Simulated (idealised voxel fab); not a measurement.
process module | voxel self aligned vias
cross-section cut | 180 nm wide | cells 5 nm
A cross-section is a grid of square cells, given in bands from the top down. A band is one or more rows of cells.
Each band's line starts with the height of the band's top and of its bottom, in nm. Then come its materials from left to right, each with its width in nm. One material with "throughout" fills the band from edge to edge. "air" is empty space.
Height 0 is the level under which the wafer as received is all one material. The lowest band goes on downwards, as in "0 down".
A width such as "30 to 40" changes by the same amount from each row of cells to the next, from the band's top row to its bottom row.
"no change" after a step means that no cell of the cross-section changed.
closed voids: empty space of 8 cells or more with no open way to the top, each as width x height at its distance from the left edge, in nm
after a step's settings: what the simulator itself notes on the step
overlay nm, on a step with a mask: how far to the right of its planned place the mask lay; to the left if negative
plan
1 op RECEIVE | material Si
2 op CONFORMAL_DEP | material SiO2 | thk nm 10
3 op CONFORMAL_DEP | material SiCN | thk nm 5
4 op DIRECTIONAL_DEP | material SiO2 | thk nm 20
5 op MASKED_ETCH | tone open | mask id LINES | width nm 25 | pitch nm 70 | etch materials SiO2 | depth nm 20 | overlay nm 0
6 op CONFORMAL_DEP | material TiN | thk nm 5
7 op FILL_DEP | material W | thk nm 10
8 op CMP | height nm 35
9 op SELECTIVE_ETCH | etch materials W Ru TiN | depth nm 5
10 op FILL_DEP | material SiN | thk nm 10
11 op CMP | height nm 35
12 op DIRECTIONAL_DEP | material SiO2 | thk nm 20
13 op PATTERN | tone open | mask id VIAS | material resist | width nm 45 | pitch nm 70 | thk nm 15 | overlay nm 0
14 op DIRECTIONAL_ETCH | etch materials SiO2 | depth nm 20
15 op DIRECTIONAL_ETCH | etch materials SiN | depth nm 5
16 op STRIP | etch materials resist
17 op CONFORMAL_DEP | material TiN | thk nm 5
18 op FILL_DEP | material Cu | thk nm 10
19 op CMP | height nm 55
20 op CONFORMAL_DEP | material SiN | thk nm 5
as received, after step 1
  0 down: Si throughout
  closed voids: none
first wafer at the end, as planned
  60 to 55: SiN throughout
  55 to 40: SiO2 30 | TiN 5 | Cu 35 | TiN 5 | SiO2 25 | TiN 5 | Cu 35 | TiN 5 | SiO2 35
  40 to 35: SiO2 30 | TiN 15 | Cu 15 | TiN 15 | SiO2 25 | TiN 15 | Cu 15 | TiN 15 | SiO2 35
  35 to 30: SiO2 40 | TiN 25 | SiO2 45 | TiN 25 | SiO2 45
  30 to 20: SiO2 40 | TiN 5 | W 15 | TiN 5 | SiO2 45 | TiN 5 | W 15 | TiN 5 | SiO2 45
  20 to 15: SiO2 40 | TiN 25 | SiO2 45 | TiN 25 | SiO2 45
  15 to 10: SiCN throughout
  10 to 0: SiO2 throughout
  0 down: Si throughout
  closed voids: none
second wafer at the end: like start, like plan, one mistake
  60 to 55: SiN throughout
  55 to 35: SiO2 30 | TiN 5 | Cu 35 | TiN 5 | SiO2 25 | TiN 5 | Cu 35 | TiN 5 | SiO2 35
  35 to 30: SiO2 30 | TiN 45 | SiO2 25 | TiN 45 | SiO2 35
  30 to 20: SiO2 30 | TiN 15 | W 15 | TiN 15 | SiO2 25 | TiN 15 | W 15 | TiN 15 | SiO2 35
  20 to 15: SiO2 30 | TiN 45 | SiO2 25 | TiN 45 | SiO2 35
  15 to 10: SiCN throughout
  10 to 0: SiO2 throughout
  0 down: Si throughout
  closed voids: none
what went wrong: step 14 was run twice
at the end the second wafer has, in cells: 8 more of Cu | 32 fewer of SiO2 | 24 more of TiN
